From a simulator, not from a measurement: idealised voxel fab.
voxel fin reveal: a process module
The cross-section shown here is cut; it is 215 nm wide and divided into square cells measuring 5 nm on a side.
How to read a cross-section here: the picture is a grid of square cells, written as bands going from the top down, and any band can span one or more rows of cells. Heads up on the band format: heights come first, top then bottom, in nm. After that it's the materials left to right, each with its width in nm. A single material flagged "edge to edge" fills the whole band edge to edge, and "blank" means there's empty space there. A quick word on heights: they are counted from 0, and under that level the wafer as it came to us is one material throughout. The lowest band is different from the rest in having no bottom; it simply continues downward, written as in "z 0 and below". Width: "30->40" (first number = top row, second number = bottom row, same change from row to row of cells). When a step is marked "remained unchanged", none of the cells in the cross-section changed during that step. "Encapsulated voids": empty spaces of 8 cells or more with no open way to the top, each given as width x height at distance, distance from the left edge, all in nm. On a step's line, text after the settings is the simulator commenting on that step. When a step includes a mask, the "overlay nm" setting on its line states how far to the right of its planned place that mask lay, and negative values state how far to the left.

### Set out below are the planned steps of the process
| 1 | RECEIVE (material Si) |
| 2 | CONFORMAL_DEP (material SiN; thk nm 5) |
| 3 | DIRECTIONAL_DEP (material aC; thk nm 15) |
| 4 | PATTERN (tone cover; mask id FINS; material resist; width nm 15; pitch nm 40; thk nm 35; overlay nm 0) |
| 5 | DIRECTIONAL_ETCH (etch materials aC; depth nm 15) |
| 6 | STRIP (etch materials resist) |
| 7 | DIRECTIONAL_ETCH (etch materials SiN; depth nm 5) |
| 8 | DIRECTIONAL_ETCH (etch materials Si; depth nm 40) |
| 9 | STRIP (etch materials aC) |
| 10 | OXIDIZE (depth nm 5) |
| 11 | FILL_DEP (material SiO2; thk nm 10) |
| 12 | CMP (height nm 5) |
| 13 | SELECTIVE_ETCH (etch materials SiO2; depth nm 15) |
| 14 | STRIP (etch materials SiN) |
| 15 | CONFORMAL_DEP (material HfO2; thk nm 5) |

### Wafer as received: cross-section following step 1
  z 0 and below: Si edge to edge
  Encapsulated voids: none

### Cross-section: first of two wafers, module finished, run according to plan
  z 5 to 0: 60 nm blank, then 15 nm HfO2, then 25 nm blank, then 15 nm HfO2, then 25 nm blank, then 15 nm HfO2, then 60 nm blank
  z 0 to -5: 60 nm blank, then 5 nm HfO2, then 5 nm Si, then 5 nm HfO2, then 25 nm blank, then 5 nm HfO2, then 5 nm Si, then 5 nm HfO2, then 25 nm blank, then 5 nm HfO2, then 5 nm Si, then 5 nm HfO2, then 60 nm blank
  z -5 to -10: 65 nm HfO2, then 5 nm Si, then 35 nm HfO2, then 5 nm Si, then 35 nm HfO2, then 5 nm Si, then 65 nm HfO2
  z -10 to -45: 65 nm SiO2, then 5 nm Si, then 35 nm SiO2, then 5 nm Si, then 35 nm SiO2, then 5 nm Si, then 65 nm SiO2
  z -45 and below: Si edge to edge
  Encapsulated voids: none

### Wafer two (of two), end-of-module cross-section: start = wafer one, plan = wafer one, one run mistake
  z 5 to 0: 55 nm blank, then 15 nm HfO2, then 25 nm blank, then 15 nm HfO2, then 25 nm blank, then 15 nm HfO2, then 65 nm blank
  z 0 to -5: 55 nm blank, then 5 nm HfO2, then 5 nm Si, then 5 nm HfO2, then 25 nm blank, then 5 nm HfO2, then 5 nm Si, then 5 nm HfO2, then 25 nm blank, then 5 nm HfO2, then 5 nm Si, then 5 nm HfO2, then 65 nm blank
  z -5 to -10: 60 nm HfO2, then 5 nm Si, then 35 nm HfO2, then 5 nm Si, then 35 nm HfO2, then 5 nm Si, then 70 nm HfO2
  z -10 to -45: 60 nm SiO2, then 5 nm Si, then 35 nm SiO2, then 5 nm Si, then 35 nm SiO2, then 5 nm Si, then 70 nm SiO2
  z -45 and below: Si edge to edge
  Encapsulated voids: none
Processing error: off-plan run, step 4, actual operation and settings PATTERN (tone cover; mask id FINS; material resist; width nm 15; pitch nm 40; thk nm 35; overlay nm -5)
The two final wafers agree on how many cells each material fills and disagree on which cells those are.
